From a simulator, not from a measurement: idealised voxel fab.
A process module follows: voxel gate over fins.
Cross-sectional view cut (width: 185 nm; square cell size: 5 nm).
A cross-section is a grid of square cells, given in bands from the top down. A band is one or more rows of cells.
Look at the band entry: it leads with the top's height and the bottom's height in nm. Then it lists the materials left to right, with a width in nm for each. The word "all across" on a single material says that material fills the band edge to edge. The word "air" is empty space.
Zero point of the height axis is 0; under it, received wafer = one material. Lowest band: continues down indefinitely, "from 0 down".
It should be noted that a width expressed as "30..40" varies in equal increments from row to row of cells within the band, taking the value of the first number at the top row and that of the second number at the bottom row.
Any step labelled "changes: none" changed none of the cells in the cross-section.
Look at "Fully sealed voids" for the closed voids: empty spaces with no open path to the top, sized 8 cells or up. Each is width x height at distance, distance from the left edge, all nm.
What comes after the settings on a step's line is commentary from the simulator itself on that step.
When a step includes a mask, the "overlay nm" setting on its line states how far to the right of its planned place that mask lay, and negative values state how far to the left.
Note on reading: below, each pair holds a cross-section from before one process step and one from after it; the one from after shows only down to the lowest band that changed. Beneath the pair, the step in between is stated along with its settings. The pairs can stem from different runs of this module on the same starting wafer. Where a pair's entry headed "Pre-step section" says so, and only there, that pair continues from the pair above it.
-- Pre-step section
    from 20 to 5 = 50 air  15 aC  30 air  15 aC  30 air  15 aC  30 air
    from 5 to 0 = SiN all across
    from 0 down = Si all across
    Fully sealed voids: none
-- Section After Processing
    from 20 to 5 = 50 air  15 aC  30 air  15 aC  30 air  15 aC  30 air
    from 5 to 0 = 50 air  15 SiN  30 air  15 SiN  30 air  15 SiN  30 air
    Everything below 0 is unchanged.
    Fully sealed voids: none
What step was run between the cross-section before it and the cross-section after it, both above? DIRECTIONAL_ETCH [etch materials SiN] [depth nm 5]
Pre-step section: just use the after drawing of the pair above as your starting point.
-- Section After Processing
    from 20 to 5 = 50 air  15 aC  30 air  15 aC  30 air  15 aC  30 air
    from 5 to 0 = 50 air  15 SiN  30 air  15 SiN  30 air  15 SiN  30 air
    from 0 to -30 = 50 air  15 Si  30 air  15 Si  30 air  15 Si  30 air
    Everything below -30 is unchanged.
    Fully sealed voids: none
What step was run between the cross-section before it and the cross-section after it, both above? DIRECTIONAL_ETCH [etch materials Si] [depth nm 30]
Pre-step section: just use the after drawing of the pair above as your starting point.
-- Section After Processing
    from 5 to 0 = 50 air  15 SiN  30 air  15 SiN  30 air  15 SiN  30 air
    Everything below 0 is unchanged.
    Fully sealed voids: none
What step was run between the cross-section before it and the cross-section after it, both above? STRIP [etch materials aC]
Pre-step section: just use the after drawing of the pair above as your starting point.
-- Section After Processing
    from 5 to 0 = 50 air  15 SiN  30 air  15 SiN  30 air  15 SiN  30 air
    from 0 to -30 = 50 air  5 SiO2  5 Si  5 SiO2  30 air  5 SiO2  5 Si  5 SiO2  30 air  5 SiO2  5 Si  5 SiO2  30 air
    from -30 to -35 = 55 SiO2  5 Si  40 SiO2  5 Si  40 SiO2  5 Si  35 SiO2
    Everything below -35 is unchanged.
    Fully sealed voids: none
What step was run between the cross-section before it and the cross-section after it, both above? OXIDIZE [depth nm 5]
Pre-step section: just use the after drawing of the pair above as your starting point.
-- Section After Processing
    from 10 to 5 = SiO2 all across
    from 5 to 0 = 50 SiO2  15 SiN  30 SiO2  15 SiN  30 SiO2  15 SiN  30 SiO2
    from 0 to -35 = 55 SiO2  5 Si  40 SiO2  5 Si  40 SiO2  5 Si  35 SiO2
    Everything below -35 is unchanged.
    Fully sealed voids: none
What step was run between the cross-section before it and the cross-section after it, both above? FILL_DEP [material SiO2] [thk nm 5]
Pre-step section: just use the after drawing of the pair above as your starting point.
-- Section After Processing
    from 5 to 0 = 50 SiO2  15 SiN  30 SiO2  15 SiN  30 SiO2  15 SiN  30 SiO2
    Everything below 0 is unchanged.
    Fully sealed voids: none
What step was run between the cross-section before it and the cross-section after it, both above? CMP [height nm 5]
Pre-step section: just use the after drawing of the pair above as your starting point.
-- Section After Processing
    from 5 to 0 = 50 air  15 SiN  30 air  15 SiN  30 air  15 SiN  30 air
    from 0 to -15 = 55 air  5 Si  40 air  5 Si  40 air  5 Si  35 air
    Everything below -15 is unchanged.
    Fully sealed voids: none
What step was run between the cross-section before it and the cross-section after it, both above? SELECTIVE_ETCH [etch materials SiO2] [depth nm 20]
Pre-step section: just use the after drawing of the pair above as your starting point.
-- Section After Processing
    from 0 to -15 = 55 air  5 Si  40 air  5 Si  40 air  5 Si  35 air
    Everything below -15 is unchanged.
    Fully sealed voids: none
What step was run between the cross-section before it and the cross-section after it, both above? STRIP [etch materials SiN]
Pre-step section: just use the after drawing of the pair above as your starting point.
-- Section After Processing
    from 5 to 0 = 50 air  15 HfO2  30 air  15 HfO2  30 air  15 HfO2  30 air
    from 0 to -10 = 50 air  5 HfO2  5 Si  5 HfO2  30 air  5 HfO2  5 Si  5 HfO2  30 air  5 HfO2  5 Si  5 HfO2  30 air
    from -10 to -15 = 55 HfO2  5 Si  40 HfO2  5 Si  40 HfO2  5 Si  35 HfO2
    Everything below -15 is unchanged.
    Fully sealed voids: none
What step was run between the cross-section before it and the cross-section after it, both above? CONFORMAL_DEP [material HfO2] [thk nm 5]
Pre-step section: just use the after drawing of the pair above as your starting point.
-- Section After Processing
    from 10 to 5 = 45 air  25 TiN  20 air  25 TiN  20 air  25 TiN  25 air
    from 5 to 0 = 45 air  5 TiN  15 HfO2  5 TiN  20 air  5 TiN  15 HfO2  5 TiN  20 air  5 TiN  15 HfO2  5 TiN  25 air
    from 0 to -5 = 45 air  5 TiN  5 HfO2  5 Si  5 HfO2  5 TiN  20 air  5 TiN  5 HfO2  5 Si  5 HfO2  5 TiN  20 air  5 TiN  5 HfO2  5 Si  5 HfO2  5 TiN  25 air
    from -5 to -10 = 50 TiN  5 HfO2  5 Si  5 HfO2  30 TiN  5 HfO2  5 Si  5 HfO2  30 TiN  5 HfO2  5 Si  5 HfO2  30 TiN
    Everything below -10 is unchanged.
    Fully sealed voids: none
What step was run between the cross-section before it and the cross-section after it, both above? CONFORMAL_DEP [material TiN] [thk nm 5]
Pre-step section: just use the after drawing of the pair above as your starting point.
-- Section After Processing
    from 25 to 10 = W all across
    from 10 to 5 = 45 W  25 TiN  20 W  25 TiN  20 W  25 TiN  25 W
    from 5 to 0 = 45 W  5 TiN  15 HfO2  5 TiN  20 W  5 TiN  15 HfO2  5 TiN  20 W  5 TiN  15 HfO2  5 TiN  25 W
    from 0 to -5 = 45 W  5 TiN  5 HfO2  5 Si  5 HfO2  5 TiN  20 W  5 TiN  5 HfO2  5 Si  5 HfO2  5 TiN  20 W  5 TiN  5 HfO2  5 Si  5 HfO2  5 TiN  25 W
    Everything below -5 is unchanged.
    Fully sealed voids: none
What step was run between the cross-section before it and the cross-section after it, both above? FILL_DEP [material W] [thk nm 15]
Pre-step section: just use the after drawing of the pair above as your starting point.
-- Section After Processing
    from 20 to 10 = W all across
    Everything below 10 is unchanged.
    Fully sealed voids: none
What step was run between the cross-section before it and the cross-section after it, both above? CMP [height nm 20]
Pre-step section: just use the after drawing of the pair above as your starting point.
-- Section After Processing
    from 25 to 20 = SiCN all across
    Everything below 20 is unchanged.
    Fully sealed voids: none
What step was run between the cross-section before it and the cross-section after it, both above? CONFORMAL_DEP [material SiCN] [thk nm 5]
-- Pre-step section
    from 5 to 0 = 40 air  15 SiN  30 air  15 SiN  30 air  15 SiN  40 air
    from 0 to -30 = 40 air  5 SiO2  5 Si  5 SiO2  30 air  5 SiO2  5 Si  5 SiO2  30 air  5 SiO2  5 Si  5 SiO2  40 air
    from -30 to -35 = 45 SiO2  5 Si  40 SiO2  5 Si  40 SiO2  5 Si  45 SiO2
    from -35 down = Si all across
    Fully sealed voids: none
-- Section After Processing
    from 10 to 5 = aC all across
    from 5 to 0 = 40 aC  15 SiN  30 aC  15 SiN  30 aC  15 SiN  40 aC
    from 0 to -30 = 40 aC  5 SiO2  5 Si  5 SiO2  30 aC  5 SiO2  5 Si  5 SiO2  30 aC  5 SiO2  5 Si  5 SiO2  40 aC
    Everything below -30 is unchanged.
    Fully sealed voids: none
What step was run between the cross-section before it and the cross-section after it, both above? FILL_DEP [material aC] [thk nm 5]
Pre-step section: just use the after drawing of the pair above as your starting point.
-- Section After Processing
    from 5 to 0 = 40 aC  15 SiN  30 aC  15 SiN  30 aC  15 SiN  40 aC
    Everything below 0 is unchanged.
    Fully sealed voids: none
What step was run between the cross-section before it and the cross-section after it, both above? CMP [height nm 5]
Pre-step section: just use the after drawing of the pair above as your starting point.
-- Section After Processing
    from 5 to 0 = 40 aC  15 air  30 aC  15 air  30 aC  15 air  40 aC
    Everything below 0 is unchanged.
    Fully sealed voids: none
What step was run between the cross-section before it and the cross-section after it, both above? STRIP [etch materials SiN]
Pre-step section: just use the after drawing of the pair above as your starting point.
-- Section After Processing
    from 10 to 5 = 45 HfO2  5 air  40 HfO2  5 air  40 HfO2  5 air  45 HfO2
    from 5 to 0 = 40 aC  15 HfO2  30 aC  15 HfO2  30 aC  15 HfO2  40 aC
    Everything below 0 is unchanged.
    Fully sealed voids: none
What step was run between the cross-section before it and the cross-section after it, both above? CONFORMAL_DEP [material HfO2] [thk nm 5]
Pre-step section: just use the after drawing of the pair above as your starting point.
-- Section After Processing
    from 15 to 10 = TiN all across
    from 10 to 5 = 45 HfO2  5 TiN  40 HfO2  5 TiN  40 HfO2  5 TiN  45 HfO2
    Everything below 5 is unchanged.
    Fully sealed voids: none
What step was run between the cross-section before it and the cross-section after it, both above? CONFORMAL_DEP [material TiN] [thk nm 5]
Pre-step section: just use the after drawing of the pair above as your starting point.
-- Section After Processing
    from 30 to 15 = W all across
    Everything below 15 is unchanged.
    Fully sealed voids: none
What step was run between the cross-section before it and the cross-section after it, both above? FILL_DEP [material W] [thk nm 15]
Pre-step section: just use the after drawing of the pair above as your starting point.
-- Section After Processing
    from 20 to 15 = W all across
    Everything below 15 is unchanged.
    Fully sealed voids: none
What step was run between the cross-section before it and the cross-section after it, both above? CMP [height nm 20]
Pre-step section: just use the after drawing of the pair above as your starting point.
-- Section After Processing
    from 25 to 20 = SiCN all across
    Everything below 20 is unchanged.
    Fully sealed voids: none
What step was run between the cross-section before it and the cross-section after it, both above? CONFORMAL_DEP [material SiCN] [thk nm 5]
-- Pre-step section
    from 20 to 5 = aC all across
    from 5 to 0 = SiN all across
    from 0 down = Si all across
    Fully sealed voids: none
-- Section After Processing
    from 55 to 20 = 40 resist  15 air  30 resist  15 air  30 resist  15 air  40 resist
    Everything below 20 is unchanged.
    Fully sealed voids: none
What step was run between the cross-section before it and the cross-section after it, both above? PATTERN [tone open] [mask id FINS] [material resist] [width nm 15] [pitch nm 45] [thk nm 35] [overlay nm 0]
Pre-step section: just use the after drawing of the pair above as your starting point.
-- Section After Processing
    from 40 to 20 = 40 resist  15 air  30 resist  15 air  30 resist  15 air  40 resist
    from 20 to 5 = 40 aC  15 air  30 aC  15 air  30 aC  15 air  40 aC
    Everything below 5 is unchanged.
    Fully sealed voids: none
What step was run between the cross-section before it and the cross-section after it, both above? DIRECTIONAL_ETCH [etch materials aC] [depth nm 15]
Pre-step section: just use the after drawing of the pair above as your starting point.
-- Section After Processing
    from 20 to 5 = 40 aC  15 air  30 aC  15 air  30 aC  15 air  40 aC
    Everything below 5 is unchanged.
    Fully sealed voids: none
What step was run between the cross-section before it and the cross-section after it, both above? STRIP [etch materials resist]
Pre-step section: just use the after drawing of the pair above as your starting point.
-- Section After Processing
    from 20 to 5 = 40 aC  15 air  30 aC  15 air  30 aC  15 air  40 aC
    from 5 to 0 = 40 SiN  15 air  30 SiN  15 air  30 SiN  15 air  40 SiN
    Everything below 0 is unchanged.
    Fully sealed voids: none
What step was run between the cross-section before it and the cross-section after it, both above? DIRECTIONAL_ETCH [etch materials SiN] [depth nm 5]
Pre-step section: just use the after drawing of the pair above as your starting point.
-- Section After Processing
    from 20 to 5 = 40 aC  15 air  30 aC  15 air  30 aC  15 air  40 aC
    from 5 to 0 = 40 SiN  15 air  30 SiN  15 air  30 SiN  15 air  40 SiN
    from 0 to -30 = 40 Si  15 air  30 Si  15 air  30 Si  15 air  40 Si
    Everything below -30 is unchanged.
    Fully sealed voids: none
What step was run between the cross-section before it and the cross-section after it, both above? DIRECTIONAL_ETCH [etch materials Si] [depth nm 30]
Pre-step section: just use the after drawing of the pair above as your starting point.
-- Section After Processing
    from 5 to 0 = 40 SiN  15 air  30 SiN  15 air  30 SiN  15 air  40 SiN
    Everything below 0 is unchanged.
    Fully sealed voids: none
What step was run between the cross-section before it and the cross-section after it, both above? STRIP [etch materials aC]
Pre-step section: just use the after drawing of the pair above as your starting point.
-- Section After Processing
    from 5 to 0 = 40 SiN  15 air  30 SiN  15 air  30 SiN  15 air  40 SiN
    from 0 to -30 = 35 Si  5 SiO2  15 air  5 SiO2  20 Si  5 SiO2  15 air  5 SiO2  20 Si  5 SiO2  15 air  5 SiO2  35 Si
    from -30 to -35 = 35 Si  25 SiO2  20 Si  25 SiO2  20 Si  25 SiO2  35 Si
    Everything below -35 is unchanged.
    Fully sealed voids: none
What step was run between the cross-section before it and the cross-section after it, both above? OXIDIZE [depth nm 5]
Pre-step section: just use the after drawing of the pair above as your starting point.
-- Section After Processing
    from 10 to 5 = SiO2 all across
    from 5 to 0 = 40 SiN  15 SiO2  30 SiN  15 SiO2  30 SiN  15 SiO2  40 SiN
    from 0 to -35 = 35 Si  25 SiO2  20 Si  25 SiO2  20 Si  25 SiO2  35 Si
    Everything below -35 is unchanged.
    Fully sealed voids: none
What step was run between the cross-section before it and the cross-section after it, both above? FILL_DEP [material SiO2] [thk nm 5]
Pre-step section: just use the after drawing of the pair above as your starting point.
-- Section After Processing
    from 5 to 0 = 40 SiN  15 SiO2  30 SiN  15 SiO2  30 SiN  15 SiO2  40 SiN
    Everything below 0 is unchanged.
    Fully sealed voids: none
What step was run between the cross-section before it and the cross-section after it, both above? CMP [height nm 5]
Pre-step section: just use the after drawing of the pair above as your starting point.
-- Section After Processing
    from 5 to 0 = 40 SiN  15 air  30 SiN  15 air  30 SiN  15 air  40 SiN
    from 0 to -15 = 35 Si  25 air  20 Si  25 air  20 Si  25 air  35 Si
    Everything below -15 is unchanged.
    Fully sealed voids: none
What step was run between the cross-section before it and the cross-section after it, both above? SELECTIVE_ETCH [etch materials SiO2] [depth nm 20]
Pre-step section: just use the after drawing of the pair above as your starting point.
-- Section After Processing
    from 0 to -15 = 35 Si  25 air  20 Si  25 air  20 Si  25 air  35 Si
    Everything below -15 is unchanged.
    Fully sealed voids: none
What step was run between the cross-section before it and the cross-section after it, both above? STRIP [etch materials SiN]
Pre-step section: just use the after drawing of the pair above as your starting point.
-- Section After Processing
    from 5 to 0 = 40 HfO2  15 air  30 HfO2  15 air  30 HfO2  15 air  40 HfO2
    from 0 to -10 = 35 Si  5 HfO2  15 air  5 HfO2  20 Si  5 HfO2  15 air  5 HfO2  20 Si  5 HfO2  15 air  5 HfO2  35 Si
    from -10 to -15 = 35 Si  25 HfO2  20 Si  25 HfO2  20 Si  25 HfO2  35 Si
    Everything below -15 is unchanged.
    Fully sealed voids: none
What step was run between the cross-section before it and the cross-section after it, both above? CONFORMAL_DEP [material HfO2] [thk nm 5]
Pre-step section: just use the after drawing of the pair above as your starting point.
-- Section After Processing
    from 10 to 5 = 45 TiN  5 air  40 TiN  5 air  40 TiN  5 air  45 TiN
    from 5 to 0 = 40 HfO2  5 TiN  5 air  5 TiN  30 HfO2  5 TiN  5 air  5 TiN  30 HfO2  5 TiN  5 air  5 TiN  40 HfO2
    from 0 to -5 = 35 Si  5 HfO2  5 TiN  5 air  5 TiN  5 HfO2  20 Si  5 HfO2  5 TiN  5 air  5 TiN  5 HfO2  20 Si  5 HfO2  5 TiN  5 air  5 TiN  5 HfO2  35 Si
    from -5 to -10 = 35 Si  5 HfO2  15 TiN  5 HfO2  20 Si  5 HfO2  15 TiN  5 HfO2  20 Si  5 HfO2  15 TiN  5 HfO2  35 Si
    Everything below -10 is unchanged.
    Fully sealed voids: none
What step was run between the cross-section before it and the cross-section after it, both above? CONFORMAL_DEP [material TiN] [thk nm 5]
Pre-step section: just use the after drawing of the pair above as your starting point.
-- Section After Processing
    from 25 to 10 = W all across
    from 10 to 5 = 45 TiN  5 W  40 TiN  5 W  40 TiN  5 W  45 TiN
    from 5 to 0 = 40 HfO2  5 TiN  5 W  5 TiN  30 HfO2  5 TiN  5 W  5 TiN  30 HfO2  5 TiN  5 W  5 TiN  40 HfO2
    from 0 to -5 = 35 Si  5 HfO2  5 TiN  5 W  5 TiN  5 HfO2  20 Si  5 HfO2  5 TiN  5 W  5 TiN  5 HfO2  20 Si  5 HfO2  5 TiN  5 W  5 TiN  5 HfO2  35 Si
    Everything below -5 is unchanged.
    Fully sealed voids: none
What step was run between the cross-section before it and the cross-section after it, both above? FILL_DEP [material W] [thk nm 15]
Pre-step section: just use the after drawing of the pair above as your starting point.
-- Section After Processing
    from 20 to 10 = W all across
    Everything below 10 is unchanged.
    Fully sealed voids: none
What step was run between the cross-section before it and the cross-section after it, both above? CMP [height nm 20]
Pre-step section: just use the after drawing of the pair above as your starting point.
-- Section After Processing
    from 25 to 20 = SiCN all across
    Everything below 20 is unchanged.
    Fully sealed voids: none
What step was run between the cross-section before it and the cross-section after it, both above? CONFORMAL_DEP [material SiCN] [thk nm 5]
